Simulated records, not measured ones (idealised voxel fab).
The name of this process module is voxel capacitor over wiring.
It is cross-section cut that appears here, measuring 190 nm in width, its square cells being 5 nm in size.
Cross-section = grid of square cells, listed top down in bands; band = one or more rows.
What a band's entry tells you: where the top is and where the bottom is, as heights in nm, and after that what lies inside, material by material from left to right, each with its width in nm. Empty space is written as the word "empty", and a single material marked with the word "all across" occupies the band from edge to edge.
Heads up on the height convention: 0 is the point under which the incoming wafer is all one material, and the lowest band has no bottom, it just keeps going down, like "z 0 and below".
Width "30..40": first value at the band's top row of cells, second value at its bottom row, equal change from row to row.
For the purposes of this document, the phrase "changes: none" attached to a step denotes that no cell within the cross-section was modified by that step.
Reported under the label "Entrapped voids" are the empty spaces having no open way to the top and comprising 8 cells or more; the notation for each is width x height at distance, in which the distance is measured from the left edge and all three values are in nm.
Where a step's line continues beyond its settings, the continuation is a remark by the simulator itself on that step.
A step line may carry the setting "overlay nm", which, for steps involving a mask, states the distance by which the mask lay to the right of its intended position; negative values denote displacement to the left.

List of planned process steps
| 1 | op RECEIVE | material Si |
| 2 | op CONFORMAL_DEP | material SiO2 | thk nm 15 |
| 3 | op DIRECTIONAL_DEP | material TiN | thk nm 5 |
| 4 | op DIRECTIONAL_DEP | material Ru | thk nm 15 |
| 5 | op PATTERN | tone cover | mask id METAL_1 | material resist | width nm 30 | pitch nm 95 | thk nm 20 | overlay nm 0 |
| 6 | op DIRECTIONAL_ETCH | etch materials Ru | depth nm 15 |
| 7 | op DIRECTIONAL_ETCH | etch materials TiN | depth nm 5 |
| 8 | op STRIP | etch materials resist |
| 9 | op FILL_DEP | material lowk | thk nm 5 |
| 10 | op CMP | height nm 35 |
| 11 | op CONFORMAL_DEP | material SiCN | thk nm 5 |
| 12 | op DIRECTIONAL_DEP | material SiO2 | thk nm 20 |
| 13 | op DIRECTIONAL_DEP | material aC | thk nm 10 |
| 14 | op PATTERN | tone open | mask id PLUG_1 | material resist | width nm 15 | thk nm 25 | overlay nm 0 |
| 15 | op DIRECTIONAL_ETCH | etch materials aC | depth nm 10 |
| 16 | op STRIP | etch materials resist |
| 17 | op DIRECTIONAL_ETCH | etch materials SiO2 | depth nm 20 |
| 18 | op DIRECTIONAL_ETCH | etch materials SiCN | depth nm 5 |
| 19 | op STRIP | etch materials aC |
| 20 | op EPI | material Ru | thk nm 10 |
| 21 | op EPI | material Ru | thk nm 10 |
| 22 | op EPI | material Ru | thk nm 5 |
| 23 | op DIRECTIONAL_DEP | material TiN | thk nm 5 |
| 24 | op DIRECTIONAL_DEP | material Al2O3 | thk nm 5 |
| 25 | op DIRECTIONAL_DEP | material TiN | thk nm 10 |
| 26 | op DIRECTIONAL_DEP | material aC | thk nm 10 |
| 27 | op PATTERN | tone cover | mask id UPPER_PLATE | material resist | width nm 70 | thk nm 25 | overlay nm 0 |
| 28 | op DIRECTIONAL_ETCH | etch materials aC | depth nm 10 |
| 29 | op STRIP | etch materials resist |
| 30 | op DIRECTIONAL_ETCH | etch materials TiN | depth nm 10 |
| 31 | op DIRECTIONAL_ETCH | etch materials Al2O3 | depth nm 5 |
| 32 | op STRIP | etch materials aC |
| 33 | op DIRECTIONAL_DEP | material aC | thk nm 15 |
| 34 | op PATTERN | tone cover | mask id LOWER_PLATE | material resist | width nm 80 | thk nm 35 | overlay nm 0 |
| 35 | op DIRECTIONAL_ETCH | etch materials aC | depth nm 15 |
| 36 | op STRIP | etch materials resist |
| 37 | op DIRECTIONAL_ETCH | etch materials TiN | depth nm 5 |
| 38 | op STRIP | etch materials aC |
| 39 | op FILL_DEP | material SiO2 | thk nm 15 |
| 40 | op CMP | height nm 90 |
| 41 | op MASKED_ETCH | tone open | mask id PLUG_2 | width nm 15 | etch materials SiO2 | depth nm 10 | overlay nm 0 |
| 42 | op CONFORMAL_DEP | material TiN | thk nm 5 |
| 43 | op FILL_DEP | material W | thk nm 10 |
| 44 | op CMP | height nm 90 |
| 45 | op CONFORMAL_DEP | material SiCN | thk nm 5 |

First of the two wafers, run per plan

Received-state cross-section, reflecting completion of step 1
z 0 and below: Si all across
Entrapped voids: none

Upon completion of step 2, the wafer appears in cross-section as shown
z 15 to 0: SiO2 all across
Note: structure below 0 unchanged.

Upon completion of step 3, the wafer appears in cross-section as shown
z 20 to 15: TiN all across
Note: structure below 15 unchanged.

Upon completion of step 4, the wafer appears in cross-section as shown
z 35 to 20: Ru all across
Note: structure below 20 unchanged.

Upon completion of step 5, the wafer appears in cross-section as shown
z 55 to 35: 30 nm empty  30 nm resist  65 nm empty  30 nm resist  35 nm empty
Note: structure below 35 unchanged.

Upon completion of step 6, the wafer appears in cross-section as shown
z 55 to 35: 30 nm empty  30 nm resist  65 nm empty  30 nm resist  35 nm empty
z 35 to 20: 30 nm empty  30 nm Ru  65 nm empty  30 nm Ru  35 nm empty
Note: structure below 20 unchanged.

Upon completion of step 7, the wafer appears in cross-section as shown
z 55 to 35: 30 nm empty  30 nm resist  65 nm empty  30 nm resist  35 nm empty
z 35 to 20: 30 nm empty  30 nm Ru  65 nm empty  30 nm Ru  35 nm empty
z 20 to 15: 30 nm empty  30 nm TiN  65 nm empty  30 nm TiN  35 nm empty
Note: structure below 15 unchanged.

Upon completion of step 8, the wafer appears in cross-section as shown
z 35 to 20: 30 nm empty  30 nm Ru  65 nm empty  30 nm Ru  35 nm empty
Note: structure below 20 unchanged.

Upon completion of step 9, the wafer appears in cross-section as shown
z 40 to 35: lowk all across
z 35 to 20: 30 nm lowk  30 nm Ru  65 nm lowk  30 nm Ru  35 nm lowk
z 20 to 15: 30 nm lowk  30 nm TiN  65 nm lowk  30 nm TiN  35 nm lowk
Note: structure below 15 unchanged.

Upon completion of step 10, the wafer appears in cross-section as shown
z 35 to 20: 30 nm lowk  30 nm Ru  65 nm lowk  30 nm Ru  35 nm lowk
Note: structure below 20 unchanged.

Upon completion of step 11, the wafer appears in cross-section as shown
z 40 to 35: SiCN all across
Note: structure below 35 unchanged.

Upon completion of step 12, the wafer appears in cross-section as shown
z 60 to 40: SiO2 all across
Note: structure below 40 unchanged.

Upon completion of step 13, the wafer appears in cross-section as shown
z 70 to 60: aC all across
Note: structure below 60 unchanged.

Upon completion of step 14, the wafer appears in cross-section as shown
z 95 to 70: 45 nm resist  15 nm empty  130 nm resist
Note: structure below 70 unchanged.

Upon completion of step 15, the wafer appears in cross-section as shown
z 85 to 70: 45 nm resist  15 nm empty  130 nm resist
z 70 to 60: 45 nm aC  15 nm empty  130 nm aC
Note: structure below 60 unchanged.

Upon completion of step 16, the wafer appears in cross-section as shown
z 70 to 60: 45 nm aC  15 nm empty  130 nm aC
Note: structure below 60 unchanged.

Upon completion of step 17, the wafer appears in cross-section as shown
z 70 to 60: 45 nm aC  15 nm empty  130 nm aC
z 60 to 40: 45 nm SiO2  15 nm empty  130 nm SiO2
Note: structure below 40 unchanged.

Upon completion of step 18, the wafer appears in cross-section as shown
z 70 to 60: 45 nm aC  15 nm empty  130 nm aC
z 60 to 40: 45 nm SiO2  15 nm empty  130 nm SiO2
z 40 to 35: 45 nm SiCN  15 nm empty  130 nm SiCN
Note: structure below 35 unchanged.

Upon completion of step 19, the wafer appears in cross-section as shown
z 60 to 40: 45 nm SiO2  15 nm empty  130 nm SiO2
Note: structure below 40 unchanged.

Upon completion of step 20, the wafer appears in cross-section as shown
z 60 to 45: 45 nm SiO2  15 nm empty  130 nm SiO2
z 45 to 40: 45 nm SiO2  15 nm Ru  130 nm SiO2
z 40 to 35: 45 nm SiCN  15 nm Ru  130 nm SiCN
Note: structure below 35 unchanged.

Upon completion of step 21, the wafer appears in cross-section as shown
z 60 to 55: 45 nm SiO2  15 nm empty  130 nm SiO2
z 55 to 40: 45 nm SiO2  15 nm Ru  130 nm SiO2
Note: structure below 40 unchanged.

Upon completion of step 22, the wafer appears in cross-section as shown
z 60 to 40: 45 nm SiO2  15 nm Ru  130 nm SiO2
Note: structure below 40 unchanged.

Upon completion of step 23, the wafer appears in cross-section as shown
z 65 to 60: TiN all across
Note: structure below 60 unchanged.

Upon completion of step 24, the wafer appears in cross-section as shown
z 70 to 65: Al2O3 all across
Note: structure below 65 unchanged.

Upon completion of step 25, the wafer appears in cross-section as shown
z 80 to 70: TiN all across
Note: structure below 70 unchanged.

Upon completion of step 26, the wafer appears in cross-section as shown
z 90 to 80: aC all across
Note: structure below 80 unchanged.

Upon completion of step 27, the wafer appears in cross-section as shown
z 115 to 90: 45 nm empty  70 nm resist  75 nm empty
Note: structure below 90 unchanged.

Upon completion of step 28, the wafer appears in cross-section as shown
z 105 to 90: 45 nm empty  70 nm resist  75 nm empty
z 90 to 80: 45 nm empty  70 nm aC  75 nm empty
Note: structure below 80 unchanged.

Upon completion of step 29, the wafer appears in cross-section as shown
z 90 to 80: 45 nm empty  70 nm aC  75 nm empty
Note: structure below 80 unchanged.

Upon completion of step 30, the wafer appears in cross-section as shown
z 90 to 80: 45 nm empty  70 nm aC  75 nm empty
z 80 to 70: 45 nm empty  70 nm TiN  75 nm empty
Note: structure below 70 unchanged.

Upon completion of step 31, the wafer appears in cross-section as shown
z 90 to 80: 45 nm empty  70 nm aC  75 nm empty
z 80 to 70: 45 nm empty  70 nm TiN  75 nm empty
z 70 to 65: 45 nm empty  70 nm Al2O3  75 nm empty
Note: structure below 65 unchanged.

Upon completion of step 32, the wafer appears in cross-section as shown
z 80 to 70: 45 nm empty  70 nm TiN  75 nm empty
Note: structure below 70 unchanged.

Upon completion of step 33, the wafer appears in cross-section as shown
z 95 to 80: 45 nm empty  70 nm aC  75 nm empty
z 80 to 70: 45 nm aC  70 nm TiN  75 nm aC
z 70 to 65: 45 nm aC  70 nm Al2O3  75 nm aC
Note: structure below 65 unchanged.

Upon completion of step 34, the wafer appears in cross-section as shown
z 130 to 95: 40 nm empty  80 nm resist  70 nm empty
z 95 to 80: 40 nm empty  5 nm resist  70 nm aC  5 nm resist  70 nm empty
Note: structure below 80 unchanged.

Upon completion of step 35, the wafer appears in cross-section as shown
z 115 to 95: 40 nm empty  80 nm resist  70 nm empty
z 95 to 80: 40 nm empty  5 nm resist  70 nm aC  5 nm resist  70 nm empty
z 80 to 70: 40 nm empty  5 nm aC  70 nm TiN  5 nm aC  70 nm empty
z 70 to 65: 40 nm empty  5 nm aC  70 nm Al2O3  5 nm aC  70 nm empty
Note: structure below 65 unchanged.

Upon completion of step 36, the wafer appears in cross-section as shown
z 95 to 80: 45 nm empty  70 nm aC  75 nm empty
Note: structure below 80 unchanged.

Upon completion of step 37, the wafer appears in cross-section as shown
z 95 to 80: 45 nm empty  70 nm aC  75 nm empty
z 80 to 70: 40 nm empty  5 nm aC  70 nm TiN  5 nm aC  70 nm empty
z 70 to 65: 40 nm empty  5 nm aC  70 nm Al2O3  5 nm aC  70 nm empty
z 65 to 60: 40 nm empty  80 nm TiN  70 nm empty
Note: structure below 60 unchanged.

Upon completion of step 38, the wafer appears in cross-section as shown
z 80 to 70: 45 nm empty  70 nm TiN  75 nm empty
z 70 to 65: 45 nm empty  70 nm Al2O3  75 nm empty
Note: structure below 65 unchanged.

Upon completion of step 39, the wafer appears in cross-section as shown
z 95 to 80: SiO2 all across
z 80 to 70: 45 nm SiO2  70 nm TiN  75 nm SiO2
z 70 to 65: 45 nm SiO2  70 nm Al2O3  75 nm SiO2
z 65 to 60: 40 nm SiO2  80 nm TiN  70 nm SiO2
Note: structure below 60 unchanged.

Upon completion of step 40, the wafer appears in cross-section as shown
z 90 to 80: SiO2 all across
Note: structure below 80 unchanged.

Upon completion of step 41, the wafer appears in cross-section as shown
z 90 to 80: 55 nm SiO2  15 nm empty  120 nm SiO2
Note: structure below 80 unchanged.

Upon completion of step 42, the wafer appears in cross-section as shown
z 95 to 90: 60 nm TiN  5 nm empty  125 nm TiN
z 90 to 85: 55 nm SiO2  5 nm TiN  5 nm empty  5 nm TiN  120 nm SiO2
z 85 to 80: 55 nm SiO2  15 nm TiN  120 nm SiO2
Note: structure below 80 unchanged.

Upon completion of step 43, the wafer appears in cross-section as shown
z 105 to 95: W all across
z 95 to 90: 60 nm TiN  5 nm W  125 nm TiN
z 90 to 85: 55 nm SiO2  5 nm TiN  5 nm W  5 nm TiN  120 nm SiO2
Note: structure below 85 unchanged.

Upon completion of step 44, the wafer appears in cross-section as shown
z 90 to 85: 55 nm SiO2  5 nm TiN  5 nm W  5 nm TiN  120 nm SiO2
Note: structure below 85 unchanged.

Upon completion of step 45, the wafer appears in cross-section as shown
z 95 to 90: SiCN all across
Note: structure below 90 unchanged.

Here the second wafer is described. Its start and its plan were those of the first wafer. Its run contained one mistake. Up to and including step 19, it did exactly what the first wafer did

Cross-section, second wafer, at the end time the plan gives for step 21
z 60 to 45: 45 nm SiO2  15 nm empty  130 nm SiO2
z 45 to 40: 45 nm SiO2  15 nm Ru  130 nm SiO2
z 40 to 35: 45 nm SiCN  15 nm Ru  130 nm SiCN
Note: structure below 35 unchanged.

Cross-section, second wafer, at the end time the plan gives for step 22
z 60 to 50: 45 nm SiO2  15 nm empty  130 nm SiO2
z 50 to 40: 45 nm SiO2  15 nm Ru  130 nm SiO2
Note: structure below 40 unchanged.

Cross-section, second wafer, at the end time the plan gives for step 23
z 65 to 60: 45 nm TiN  15 nm empty  130 nm TiN
z 60 to 55: 45 nm SiO2  15 nm empty  130 nm SiO2
z 55 to 50: 45 nm SiO2  15 nm TiN  130 nm SiO2
Note: structure below 50 unchanged.

Cross-section, second wafer, at the end time the plan gives for step 24
z 70 to 65: 45 nm Al2O3  15 nm empty  130 nm Al2O3
z 65 to 60: 45 nm TiN  15 nm empty  130 nm TiN
z 60 to 55: 45 nm SiO2  15 nm Al2O3  130 nm SiO2
Note: structure below 55 unchanged.

Cross-section, second wafer, at the end time the plan gives for step 25
z 80 to 70: 45 nm TiN  15 nm empty  130 nm TiN
z 70 to 65: 45 nm Al2O3  15 nm TiN  130 nm Al2O3
z 65 to 60: TiN all across
Note: structure below 60 unchanged.

Cross-section, second wafer, at the end time the plan gives for step 26
z 90 to 80: 45 nm aC  15 nm empty  130 nm aC
z 80 to 70: 45 nm TiN  15 nm aC  130 nm TiN
Note: structure below 70 unchanged.

Cross-section, second wafer, at the end time the plan gives for step 27
z 115 to 90: 45 nm empty  70 nm resist  75 nm empty
z 90 to 80: 45 nm aC  15 nm resist  130 nm aC
Note: structure below 80 unchanged.

Cross-section, second wafer, at the end time the plan gives for step 28
z 105 to 90: 45 nm empty  70 nm resist  75 nm empty
z 90 to 80: 45 nm empty  15 nm resist  55 nm aC  75 nm empty
Note: structure below 80 unchanged.

Cross-section, second wafer, at the end time the plan gives for step 29
z 90 to 80: 60 nm empty  55 nm aC  75 nm empty
Note: structure below 80 unchanged.

Cross-section, second wafer, at the end time the plan gives for step 30
z 90 to 80: 60 nm empty  55 nm aC  75 nm empty
z 80 to 70: 45 nm empty  15 nm aC  55 nm TiN  75 nm empty
Note: structure below 70 unchanged.

Cross-section, second wafer, at the end time the plan gives for step 31
z 90 to 80: 60 nm empty  55 nm aC  75 nm empty
z 80 to 70: 45 nm empty  15 nm aC  55 nm TiN  75 nm empty
z 70 to 65: 45 nm empty  15 nm TiN  55 nm Al2O3  75 nm empty
Note: structure below 65 unchanged.

Cross-section, second wafer, at the end time the plan gives for step 32
z 80 to 70: 60 nm empty  55 nm TiN  75 nm empty
Note: structure below 70 unchanged.

Cross-section, second wafer, at the end time the plan gives for step 33
z 95 to 85: 60 nm empty  55 nm aC  75 nm empty
z 85 to 80: 45 nm empty  70 nm aC  75 nm empty
z 80 to 70: 60 nm aC  55 nm TiN  75 nm aC
z 70 to 65: 45 nm aC  15 nm TiN  55 nm Al2O3  75 nm aC
Note: structure below 65 unchanged.

Cross-section, second wafer, at the end time the plan gives for step 34
z 130 to 95: 40 nm empty  80 nm resist  70 nm empty
z 95 to 85: 40 nm empty  20 nm resist  55 nm aC  5 nm resist  70 nm empty
z 85 to 80: 40 nm empty  5 nm resist  70 nm aC  5 nm resist  70 nm empty
Note: structure below 80 unchanged.

Cross-section, second wafer, at the end time the plan gives for step 35
z 115 to 95: 40 nm empty  80 nm resist  70 nm empty
z 95 to 85: 40 nm empty  20 nm resist  55 nm aC  5 nm resist  70 nm empty
z 85 to 80: 40 nm empty  5 nm resist  70 nm aC  5 nm resist  70 nm empty
z 80 to 70: 40 nm empty  20 nm aC  55 nm TiN  5 nm aC  70 nm empty
z 70 to 65: 40 nm empty  5 nm aC  15 nm TiN  55 nm Al2O3  5 nm aC  70 nm empty
Note: structure below 65 unchanged.

Cross-section, second wafer, at the end time the plan gives for step 36
z 95 to 85: 60 nm empty  55 nm aC  75 nm empty
z 85 to 80: 45 nm empty  70 nm aC  75 nm empty
Note: structure below 80 unchanged.

Cross-section, second wafer, at the end time the plan gives for step 37
z 95 to 85: 60 nm empty  55 nm aC  75 nm empty
z 85 to 80: 45 nm empty  70 nm aC  75 nm empty
z 80 to 70: 40 nm empty  20 nm aC  55 nm TiN  5 nm aC  70 nm empty
z 70 to 65: 40 nm empty  5 nm aC  15 nm TiN  55 nm Al2O3  5 nm aC  70 nm empty
z 65 to 60: 40 nm empty  80 nm TiN  70 nm empty
Note: structure below 60 unchanged.

Cross-section, second wafer, at the end time the plan gives for step 38
z 80 to 70: 60 nm empty  55 nm TiN  75 nm empty
z 70 to 65: 45 nm empty  15 nm TiN  55 nm Al2O3  75 nm empty
Note: structure below 65 unchanged.

Cross-section, second wafer, at the end time the plan gives for step 39
z 95 to 80: SiO2 all across
z 80 to 70: 60 nm SiO2  55 nm TiN  75 nm SiO2
z 70 to 65: 45 nm SiO2  15 nm TiN  55 nm Al2O3  75 nm SiO2
z 65 to 60: 40 nm SiO2  80 nm TiN  70 nm SiO2
Note: structure below 60 unchanged.

Cross-section, second wafer, at the end time the plan gives for step 40
z 90 to 80: SiO2 all across
Note: structure below 80 unchanged.

Cross-section, second wafer, at the end time the plan gives for step 41
z 90 to 80: 55 nm SiO2  15 nm empty  120 nm SiO2
Note: structure below 80 unchanged.

Cross-section, second wafer, at the end time the plan gives for step 42
z 95 to 90: 60 nm TiN  5 nm empty  125 nm TiN
z 90 to 85: 55 nm SiO2  5 nm TiN  5 nm empty  5 nm TiN  120 nm SiO2
z 85 to 80: 55 nm SiO2  15 nm TiN  120 nm SiO2
Note: structure below 80 unchanged.

Cross-section, second wafer, at the end time the plan gives for step 43
z 105 to 95: W all across
z 95 to 90: 60 nm TiN  5 nm W  125 nm TiN
z 90 to 85: 55 nm SiO2  5 nm TiN  5 nm W  5 nm TiN  120 nm SiO2
Note: structure below 85 unchanged.

Cross-section, second wafer, at the end time the plan gives for step 44
z 90 to 85: 55 nm SiO2  5 nm TiN  5 nm W  5 nm TiN  120 nm SiO2
Note: structure below 85 unchanged.

Cross-section, second wafer, at the end time the plan gives for step 45
z 95 to 90: SiCN all across
Note: structure below 90 unchanged.
Against the plan, the run slipped here: one of the identical steps 20 and 21 is absent from the process, and it is not possible to establish which
Final difference in cells, second wafer against first, listed per material as more or fewer: 6 fewer of Ru | 6 more of SiO2
